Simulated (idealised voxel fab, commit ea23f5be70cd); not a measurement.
The process module presented herein is designated voxel double patterning.
It is cross-section cut that appears here, measuring 220 nm in width, its square cells being 5 nm in size.
Square cells in a grid make up a cross-section in this document, and the grid is given as bands, listed from the top down, each one or more rows of cells. This entry defines a band. It first specifies the height of the band's top and the height of its bottom in nm, and then specifies the band's materials from left to right, stating each material with its width in nm. The word "everywhere" identifies a single material that fills the band from edge to edge, while the word "empty" identifies empty space. Convention: height 0 is the level below which the wafer, as received, is all one material. The lowest band does not terminate at the bottom but continues downward, represented as "from 0 down". Per-row width for "30..40": begins at first number (top row of band), ends at second number (bottom row), increment between rows held constant. It should be understood that the words "nothing altered", when stated for a given step, signify that the cross-section underwent no change in any of its cells during that step. Under "Closed void table" you'll find the enclosed gaps, the ones with no way out to the top, that are 8 cells or bigger; each reads width x height at distance, with distance counted from the left edge, everything in nm. Whatever follows a step's settings on its line is a remark the simulator itself makes about that step. Regarding "overlay nm": on a step with a mask, it is the distance the mask lay to the right of its planned place; a negative value places it to the left.
Set out below are the planned steps of the process:
- 1: RECEIVE | material Si
- 2: CONFORMAL_DEP | material SiO2 | thk nm 5
- 3: DIRECTIONAL_DEP | material TiN | thk nm 10
- 4: DIRECTIONAL_DEP | material SiCN | thk nm 5
- 5: DIRECTIONAL_DEP | material aC | thk nm 10
- 6: PATTERN | tone open | mask id FIRST | material resist | width nm 15 | pitch nm 50 | thk nm 25 | overlay nm 0
- 7: DIRECTIONAL_ETCH | etch materials aC | depth nm 10
- 8: STRIP | etch materials resist
- 9: DIRECTIONAL_ETCH | etch materials SiCN | depth nm 5
- 10: STRIP | etch materials aC
- 11: MASKED_ETCH | tone open | mask id SECOND | width nm 15 | pitch nm 50 | etch materials SiCN | depth nm 5 | overlay nm -15
- 12: DIRECTIONAL_ETCH | etch materials TiN | depth nm 10
- 13: STRIP | etch materials SiCN
Don't read the plan's overlay nm for step 11 as applying to every wafer: that's the first wafer's value, and the wafers differ in it, though they all start identical.
After step 1, as received: first of several wafers, cross-section:
> from 0 down = Si everywhere
> Closed void table: none
At the end of the module, after its last step, step 13, the first of several wafers appears in cross-section as follows:
> from 15 to 5 = TiN: 50; empty: 25; TiN: 25; empty: 25; TiN: 25; empty: 15; TiN: 55
> from 5 to 0 = SiO2 everywhere
> from 0 down = Si everywhere
> Closed void table: none
X-section, last wafer, module end:
> from 15 to 5 = TiN: 50; empty: 15; TiN: 25; empty: 25; TiN: 25; empty: 25; TiN: 55
> from 5 to 0 = SiO2 everywhere
> from 0 down = Si everywhere
> Closed void table: none
For your reference, the table is organized with a row per wafer; each row reflects the wafer at the end of the module, indicating for each material the cells gained (+) or lost (-) since receipt, and thereafter its closed voids:
overlay nm -15 | +44 SiO2 | +62 TiN | Closed void table: none
overlay nm -10 | +44 SiO2 | +58 TiN | Closed void table: none
overlay nm -5 | +44 SiO2 | +58 TiN | Closed void table: none
overlay nm 0 | +44 SiO2 | +58 TiN | Closed void table: none
overlay nm 5 | +44 SiO2 | +58 TiN | Closed void table: none
overlay nm 10 | +44 SiO2 | +58 TiN | Closed void table: none
overlay nm 15 | +44 SiO2 | +62 TiN | Closed void table: none
